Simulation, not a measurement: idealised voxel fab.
The document below concerns the process module designated voxel capacitor over wiring.
This is section cut - it's 170 nm across, gridded in 5 nm square cells.
Think of the cross-section as a grid of square cells. We describe it in bands, top to bottom, and each band covers one or more rows of those cells. Top height, bottom height, nm. Materials left to right, width each, nm. Single material + "full width" = fills band edge to edge. "empty" = empty. Basically, 0 is our baseline, since under it the wafer straight out of the box is all one material. The bottom band has no lower end and keeps on going down, so it looks like "0 -> down". It should be noted that a width expressed as "30..40" varies in equal increments from row to row of cells within the band, taking the value of the first number at the top row and that of the second number at the bottom row. Step marked "nothing different"? Then no cell in the cross-section changed in it. Listed in "Enclosed internal cavities": every empty space of 8 or more cells without an open way to the top. Form: width x height at distance, the distance being from the left edge, all in nm. Read whatever lies past the settings on a step's line as the simulator's own remark about the step. overlay nm: for a step with a mask, the amount by which the mask lay right of where it was planned; a negative amount means left of it.
[Planned step list for the process]
| 1 | RECEIVE (material Si) |
| 2 | CONFORMAL_DEP (material SiO2; thk nm 10) |
| 3 | CONFORMAL_DEP (material SiCN; thk nm 5) |
| 4 | DIRECTIONAL_DEP (material SiO2; thk nm 25) |
| 5 | DIRECTIONAL_DEP (material aC; thk nm 15) |
| 6 | PATTERN (tone open; mask id METAL_1; material resist; width nm 30; pitch nm 85; thk nm 35; overlay nm 0) |
| 7 | DIRECTIONAL_ETCH (etch materials aC; depth nm 15) |
| 8 | STRIP (etch materials resist) |
| 9 | DIRECTIONAL_ETCH (etch materials SiO2; depth nm 25) |
| 10 | DIRECTIONAL_ETCH (etch materials SiCN; depth nm 5) |
| 11 | STRIP (etch materials aC) |
| 12 | CONFORMAL_DEP (material TiN; thk nm 5) |
| 13 | FILL_DEP (material Ru; thk nm 10) |
| 14 | CMP (height nm 40) |
| 15 | CONFORMAL_DEP (material SiCN; thk nm 5) |
| 16 | DIRECTIONAL_DEP (material lowk; thk nm 15) |
| 17 | PATTERN (tone open; mask id PLUG_1; material resist; width nm 15; thk nm 20; overlay nm 0) |
| 18 | DIRECTIONAL_ETCH (etch materials lowk; depth nm 15) |
| 19 | DIRECTIONAL_ETCH (etch materials SiCN; depth nm 5) |
| 20 | STRIP (etch materials resist) |
| 21 | CONFORMAL_DEP (material TiN; thk nm 5) |
| 22 | FILL_DEP (material Cu; thk nm 5) |
| 23 | CMP (height nm 60) |
| 24 | DIRECTIONAL_DEP (material TiN; thk nm 5) |
| 25 | DIRECTIONAL_DEP (material Al2O3; thk nm 5) |
| 26 | DIRECTIONAL_DEP (material TiN; thk nm 10) |
| 27 | PATTERN (tone cover; mask id UPPER_PLATE; material resist; width nm 60; thk nm 20; overlay nm 0) |
| 28 | DIRECTIONAL_ETCH (etch materials TiN; depth nm 10) |
| 29 | DIRECTIONAL_ETCH (etch materials Al2O3; depth nm 5) |
| 30 | STRIP (etch materials resist) |
| 31 | DIRECTIONAL_DEP (material aC; thk nm 10) |
| 32 | PATTERN (tone cover; mask id LOWER_PLATE; material resist; width nm 70; thk nm 25; overlay nm 0) |
| 33 | DIRECTIONAL_ETCH (etch materials aC; depth nm 10) |
| 34 | STRIP (etch materials resist) |
| 35 | DIRECTIONAL_ETCH (etch materials TiN; depth nm 5) |
| 36 | STRIP (etch materials aC) |
| 37 | FILL_DEP (material SiO2; thk nm 20) |
| 38 | CMP (height nm 95) |
| 39 | DIRECTIONAL_DEP (material aC; thk nm 15) |
| 40 | PATTERN (tone open; mask id PLUG_2; material resist; width nm 15; thk nm 35; overlay nm 0) |
| 41 | DIRECTIONAL_ETCH (etch materials aC; depth nm 15) |
| 42 | STRIP (etch materials resist) |
| 43 | DIRECTIONAL_ETCH (etch materials SiO2; depth nm 15) |
| 44 | STRIP (etch materials aC) |
| 45 | CONFORMAL_DEP (material TiN; thk nm 5) |
| 46 | FILL_DEP (material Cu; thk nm 5) |
| 47 | CMP (height nm 95) |
| 48 | CONFORMAL_DEP (material SiN; thk nm 5) |
[First of two wafers, with the run carried out as planned]
[This is the cross-section of the wafer as we received it, i.e. after step 1]
  0 -> down  Si full width
  Enclosed internal cavities: none
[You're looking at a cross-section of the wafer after step 2]
  10 -> 0  SiO2 full width
  Heights below 0 show no change.
[You're looking at a cross-section of the wafer after step 3]
  15 -> 10  SiCN full width
  Heights below 10 show no change.
[You're looking at a cross-section of the wafer after step 4]
  40 -> 15  SiO2 full width
  Heights below 15 show no change.
[You're looking at a cross-section of the wafer after step 5]
  55 -> 40  aC full width
  Heights below 40 show no change.
[You're looking at a cross-section of the wafer after step 6]
  90 -> 55  resist 25 nm / empty 30 nm / resist 55 nm / empty 30 nm / resist 30 nm
  Heights below 55 show no change.
[You're looking at a cross-section of the wafer after step 7]
  75 -> 55  resist 25 nm / empty 30 nm / resist 55 nm / empty 30 nm / resist 30 nm
  55 -> 40  aC 25 nm / empty 30 nm / aC 55 nm / empty 30 nm / aC 30 nm
  Heights below 40 show no change.
[You're looking at a cross-section of the wafer after step 8]
  55 -> 40  aC 25 nm / empty 30 nm / aC 55 nm / empty 30 nm / aC 30 nm
  Heights below 40 show no change.
[You're looking at a cross-section of the wafer after step 9]
  55 -> 40  aC 25 nm / empty 30 nm / aC 55 nm / empty 30 nm / aC 30 nm
  40 -> 15  SiO2 25 nm / empty 30 nm / SiO2 55 nm / empty 30 nm / SiO2 30 nm
  Heights below 15 show no change.
[You're looking at a cross-section of the wafer after step 10]
  55 -> 40  aC 25 nm / empty 30 nm / aC 55 nm / empty 30 nm / aC 30 nm
  40 -> 15  SiO2 25 nm / empty 30 nm / SiO2 55 nm / empty 30 nm / SiO2 30 nm
  15 -> 10  SiCN 25 nm / empty 30 nm / SiCN 55 nm / empty 30 nm / SiCN 30 nm
  Heights below 10 show no change.
[You're looking at a cross-section of the wafer after step 11]
  40 -> 15  SiO2 25 nm / empty 30 nm / SiO2 55 nm / empty 30 nm / SiO2 30 nm
  Heights below 15 show no change.
[You're looking at a cross-section of the wafer after step 12]
  45 -> 40  TiN 30 nm / empty 20 nm / TiN 65 nm / empty 20 nm / TiN 35 nm
  40 -> 15  SiO2 25 nm / TiN 5 nm / empty 20 nm / TiN 5 nm / SiO2 55 nm / TiN 5 nm / empty 20 nm / TiN 5 nm / SiO2 30 nm
  15 -> 10  SiCN 25 nm / TiN 30 nm / SiCN 55 nm / TiN 30 nm / SiCN 30 nm
  Heights below 10 show no change.
[You're looking at a cross-section of the wafer after step 13]
  55 -> 45  Ru full width
  45 -> 40  TiN 30 nm / Ru 20 nm / TiN 65 nm / Ru 20 nm / TiN 35 nm
  40 -> 15  SiO2 25 nm / TiN 5 nm / Ru 20 nm / TiN 5 nm / SiO2 55 nm / TiN 5 nm / Ru 20 nm / TiN 5 nm / SiO2 30 nm
  Heights below 15 show no change.
[You're looking at a cross-section of the wafer after step 14]
  40 -> 15  SiO2 25 nm / TiN 5 nm / Ru 20 nm / TiN 5 nm / SiO2 55 nm / TiN 5 nm / Ru 20 nm / TiN 5 nm / SiO2 30 nm
  Heights below 15 show no change.
[You're looking at a cross-section of the wafer after step 15]
  45 -> 40  SiCN full width
  Heights below 40 show no change.
[You're looking at a cross-section of the wafer after step 16]
  60 -> 45  lowk full width
  Heights below 45 show no change.
[You're looking at a cross-section of the wafer after step 17]
  80 -> 60  resist 40 nm / empty 15 nm / resist 115 nm
  Heights below 60 show no change.
[You're looking at a cross-section of the wafer after step 18]
  80 -> 60  resist 40 nm / empty 15 nm / resist 115 nm
  60 -> 45  lowk 40 nm / empty 15 nm / lowk 115 nm
  Heights below 45 show no change.
[You're looking at a cross-section of the wafer after step 19]
  80 -> 60  resist 40 nm / empty 15 nm / resist 115 nm
  60 -> 45  lowk 40 nm / empty 15 nm / lowk 115 nm
  45 -> 40  SiCN 40 nm / empty 15 nm / SiCN 115 nm
  Heights below 40 show no change.
[You're looking at a cross-section of the wafer after step 20]
  60 -> 45  lowk 40 nm / empty 15 nm / lowk 115 nm
  Heights below 45 show no change.
[You're looking at a cross-section of the wafer after step 21]
  65 -> 60  TiN 45 nm / empty 5 nm / TiN 120 nm
  60 -> 45  lowk 40 nm / TiN 5 nm / empty 5 nm / TiN 5 nm / lowk 115 nm
  45 -> 40  SiCN 40 nm / TiN 15 nm / SiCN 115 nm
  Heights below 40 show no change.
[You're looking at a cross-section of the wafer after step 22]
  70 -> 65  Cu full width
  65 -> 60  TiN 45 nm / Cu 5 nm / TiN 120 nm
  60 -> 45  lowk 40 nm / TiN 5 nm / Cu 5 nm / TiN 5 nm / lowk 115 nm
  Heights below 45 show no change.
[You're looking at a cross-section of the wafer after step 23]
  60 -> 45  lowk 40 nm / TiN 5 nm / Cu 5 nm / TiN 5 nm / lowk 115 nm
  Heights below 45 show no change.
[You're looking at a cross-section of the wafer after step 24]
  65 -> 60  TiN full width
  Heights below 60 show no change.
[You're looking at a cross-section of the wafer after step 25]
  70 -> 65  Al2O3 full width
  Heights below 65 show no change.
[You're looking at a cross-section of the wafer after step 26]
  80 -> 70  TiN full width
  Heights below 70 show no change.
[You're looking at a cross-section of the wafer after step 27]
  100 -> 80  empty 40 nm / resist 60 nm / empty 70 nm
  Heights below 80 show no change.
[You're looking at a cross-section of the wafer after step 28]
  100 -> 80  empty 40 nm / resist 60 nm / empty 70 nm
  80 -> 70  empty 40 nm / TiN 60 nm / empty 70 nm
  Heights below 70 show no change.
[You're looking at a cross-section of the wafer after step 29]
  100 -> 80  empty 40 nm / resist 60 nm / empty 70 nm
  80 -> 70  empty 40 nm / TiN 60 nm / empty 70 nm
  70 -> 65  empty 40 nm / Al2O3 60 nm / empty 70 nm
  Heights below 65 show no change.
[You're looking at a cross-section of the wafer after step 30]
  80 -> 70  empty 40 nm / TiN 60 nm / empty 70 nm
  Heights below 70 show no change.
[You're looking at a cross-section of the wafer after step 31]
  90 -> 80  empty 40 nm / aC 60 nm / empty 70 nm
  80 -> 75  empty 40 nm / TiN 60 nm / empty 70 nm
  75 -> 70  aC 40 nm / TiN 60 nm / aC 70 nm
  70 -> 65  aC 40 nm / Al2O3 60 nm / aC 70 nm
  Heights below 65 show no change.
[You're looking at a cross-section of the wafer after step 32]
  115 -> 90  empty 35 nm / resist 70 nm / empty 65 nm
  90 -> 80  empty 35 nm / resist 5 nm / aC 60 nm / resist 5 nm / empty 65 nm
  80 -> 75  empty 35 nm / resist 5 nm / TiN 60 nm / resist 5 nm / empty 65 nm
  Heights below 75 show no change.
[You're looking at a cross-section of the wafer after step 33]
  105 -> 90  empty 35 nm / resist 70 nm / empty 65 nm
  90 -> 80  empty 35 nm / resist 5 nm / aC 60 nm / resist 5 nm / empty 65 nm
  80 -> 75  empty 35 nm / resist 5 nm / TiN 60 nm / resist 5 nm / empty 65 nm
  75 -> 70  empty 35 nm / aC 5 nm / TiN 60 nm / aC 5 nm / empty 65 nm
  70 -> 65  empty 35 nm / aC 5 nm / Al2O3 60 nm / aC 5 nm / empty 65 nm
  Heights below 65 show no change.
[You're looking at a cross-section of the wafer after step 34]
  90 -> 80  empty 40 nm / aC 60 nm / empty 70 nm
  80 -> 75  empty 40 nm / TiN 60 nm / empty 70 nm
  Heights below 75 show no change.
[You're looking at a cross-section of the wafer after step 35]
  90 -> 80  empty 40 nm / aC 60 nm / empty 70 nm
  80 -> 75  empty 40 nm / TiN 60 nm / empty 70 nm
  75 -> 70  empty 35 nm / aC 5 nm / TiN 60 nm / aC 5 nm / empty 65 nm
  70 -> 65  empty 35 nm / aC 5 nm / Al2O3 60 nm / aC 5 nm / empty 65 nm
  65 -> 60  empty 35 nm / TiN 70 nm / empty 65 nm
  Heights below 60 show no change.
[You're looking at a cross-section of the wafer after step 36]
  80 -> 70  empty 40 nm / TiN 60 nm / empty 70 nm
  70 -> 65  empty 40 nm / Al2O3 60 nm / empty 70 nm
  Heights below 65 show no change.
[You're looking at a cross-section of the wafer after step 37]
  100 -> 80  SiO2 full width
  80 -> 70  SiO2 40 nm / TiN 60 nm / SiO2 70 nm
  70 -> 65  SiO2 40 nm / Al2O3 60 nm / SiO2 70 nm
  65 -> 60  SiO2 35 nm / TiN 70 nm / SiO2 65 nm
  Heights below 60 show no change.
[You're looking at a cross-section of the wafer after step 38]
  95 -> 80  SiO2 full width
  Heights below 80 show no change.
[You're looking at a cross-section of the wafer after step 39]
  110 -> 95  aC full width
  Heights below 95 show no change.
[You're looking at a cross-section of the wafer after step 40]
  145 -> 110  resist 50 nm / empty 15 nm / resist 105 nm
  Heights below 110 show no change.
[You're looking at a cross-section of the wafer after step 41]
  130 -> 110  resist 50 nm / empty 15 nm / resist 105 nm
  110 -> 95  aC 50 nm / empty 15 nm / aC 105 nm
  Heights below 95 show no change.
[You're looking at a cross-section of the wafer after step 42]
  110 -> 95  aC 50 nm / empty 15 nm / aC 105 nm
  Heights below 95 show no change.
[You're looking at a cross-section of the wafer after step 43]
  110 -> 95  aC 50 nm / empty 15 nm / aC 105 nm
  95 -> 80  SiO2 50 nm / empty 15 nm / SiO2 105 nm
  Heights below 80 show no change.
[You're looking at a cross-section of the wafer after step 44]
  95 -> 80  SiO2 50 nm / empty 15 nm / SiO2 105 nm
  Heights below 80 show no change.
[You're looking at a cross-section of the wafer after step 45]
  100 -> 95  TiN 55 nm / empty 5 nm / TiN 110 nm
  95 -> 85  SiO2 50 nm / TiN 5 nm / empty 5 nm / TiN 5 nm / SiO2 105 nm
  85 -> 80  SiO2 50 nm / TiN 15 nm / SiO2 105 nm
  Heights below 80 show no change.
[You're looking at a cross-section of the wafer after step 46]
  105 -> 100  Cu full width
  100 -> 95  TiN 55 nm / Cu 5 nm / TiN 110 nm
  95 -> 85  SiO2 50 nm / TiN 5 nm / Cu 5 nm / TiN 5 nm / SiO2 105 nm
  Heights below 85 show no change.
[You're looking at a cross-section of the wafer after step 47]
  95 -> 85  SiO2 50 nm / TiN 5 nm / Cu 5 nm / TiN 5 nm / SiO2 105 nm
  Heights below 85 show no change.
[You're looking at a cross-section of the wafer after step 48]
  100 -> 95  SiN full width
  Heights below 95 show no change.
[Second wafer - shared start and plan with the first - one error in running - same as the first up to step 24 inclusive]
[Planned end of step 25: second wafer, cross-section]
  75 -> 60  TiN full width
  Heights below 60 show no change.
[Planned end of step 26: second wafer, cross-section]
  80 -> 75  Al2O3 full width
  Heights below 75 show no change.
[Planned end of step 27: second wafer, cross-section]
  100 -> 80  empty 40 nm / resist 60 nm / empty 70 nm
  Heights below 80 show no change.
Planned end of step 28: second wafer, cross-section: nothing different
[Planned end of step 29: second wafer, cross-section]
  100 -> 80  empty 40 nm / resist 60 nm / empty 70 nm
  80 -> 75  empty 40 nm / Al2O3 60 nm / empty 70 nm
  Heights below 75 show no change.
[Planned end of step 30: second wafer, cross-section]
  80 -> 75  empty 40 nm / Al2O3 60 nm / empty 70 nm
  Heights below 75 show no change.
[Planned end of step 31: second wafer, cross-section]
  90 -> 85  empty 40 nm / aC 60 nm / empty 70 nm
  85 -> 80  aC full width
  80 -> 75  aC 40 nm / Al2O3 60 nm / aC 70 nm
  Heights below 75 show no change.
[Planned end of step 32: second wafer, cross-section]
  115 -> 90  empty 35 nm / resist 70 nm / empty 65 nm
  90 -> 85  empty 35 nm / resist 5 nm / aC 60 nm / resist 5 nm / empty 65 nm
  Heights below 85 show no change.
[Planned end of step 33: second wafer, cross-section]
  105 -> 90  empty 35 nm / resist 70 nm / empty 65 nm
  90 -> 85  empty 35 nm / resist 5 nm / aC 60 nm / resist 5 nm / empty 65 nm
  85 -> 80  empty 35 nm / aC 70 nm / empty 65 nm
  80 -> 75  empty 35 nm / aC 5 nm / Al2O3 60 nm / aC 5 nm / empty 65 nm
  Heights below 75 show no change.
[Planned end of step 34: second wafer, cross-section]
  90 -> 80  empty 40..35 nm / aC 60..70 nm / empty 70..65 nm
  Heights below 80 show no change.
[Planned end of step 35: second wafer, cross-section]
  90 -> 80  empty 40..35 nm / aC 60..70 nm / empty 70..65 nm
  80 -> 75  empty 35 nm / aC 5 nm / Al2O3 60 nm / aC 5 nm / empty 65 nm
  75 -> 70  empty 35 nm / TiN 70 nm / empty 65 nm
  Heights below 70 show no change.
[Planned end of step 36: second wafer, cross-section]
  80 -> 75  empty 40 nm / Al2O3 60 nm / empty 70 nm
  Heights below 75 show no change.
[Planned end of step 37: second wafer, cross-section]
  100 -> 80  SiO2 full width
  80 -> 75  SiO2 40 nm / Al2O3 60 nm / SiO2 70 nm
  75 -> 70  SiO2 35 nm / TiN 70 nm / SiO2 65 nm
  Heights below 70 show no change.
[Planned end of step 38: second wafer, cross-section]
  95 -> 80  SiO2 full width
  Heights below 80 show no change.
[Planned end of step 39: second wafer, cross-section]
  110 -> 95  aC full width
  Heights below 95 show no change.
[Planned end of step 40: second wafer, cross-section]
  145 -> 110  resist 50 nm / empty 15 nm / resist 105 nm
  Heights below 110 show no change.
[Planned end of step 41: second wafer, cross-section]
  130 -> 110  resist 50 nm / empty 15 nm / resist 105 nm
  110 -> 95  aC 50 nm / empty 15 nm / aC 105 nm
  Heights below 95 show no change.
[Planned end of step 42: second wafer, cross-section]
  110 -> 95  aC 50 nm / empty 15 nm / aC 105 nm
  Heights below 95 show no change.
[Planned end of step 43: second wafer, cross-section]
  110 -> 95  aC 50 nm / empty 15 nm / aC 105 nm
  95 -> 80  SiO2 50 nm / empty 15 nm / SiO2 105 nm
  Heights below 80 show no change.
[Planned end of step 44: second wafer, cross-section]
  95 -> 80  SiO2 50 nm / empty 15 nm / SiO2 105 nm
  Heights below 80 show no change.
[Planned end of step 45: second wafer, cross-section]
  100 -> 95  TiN 55 nm / empty 5 nm / TiN 110 nm
  95 -> 85  SiO2 50 nm / TiN 5 nm / empty 5 nm / TiN 5 nm / SiO2 105 nm
  85 -> 80  SiO2 50 nm / TiN 15 nm / SiO2 105 nm
  Heights below 80 show no change.
[Planned end of step 46: second wafer, cross-section]
  105 -> 100  Cu full width
  100 -> 95  TiN 55 nm / Cu 5 nm / TiN 110 nm
  95 -> 85  SiO2 50 nm / TiN 5 nm / Cu 5 nm / TiN 5 nm / SiO2 105 nm
  Heights below 85 show no change.
[Planned end of step 47: second wafer, cross-section]
  95 -> 85  SiO2 50 nm / TiN 5 nm / Cu 5 nm / TiN 5 nm / SiO2 105 nm
  Heights below 85 show no change.
[Planned end of step 48: second wafer, cross-section]
  100 -> 95  SiN full width
  Heights below 95 show no change.
Nonconformance to the process plan: steps 25 and 26 traded places in the executed sequence
Counted in cells at the end, the second wafer holds more or fewer of these materials than the first: SiO2: 44 fewer | TiN: 44 more
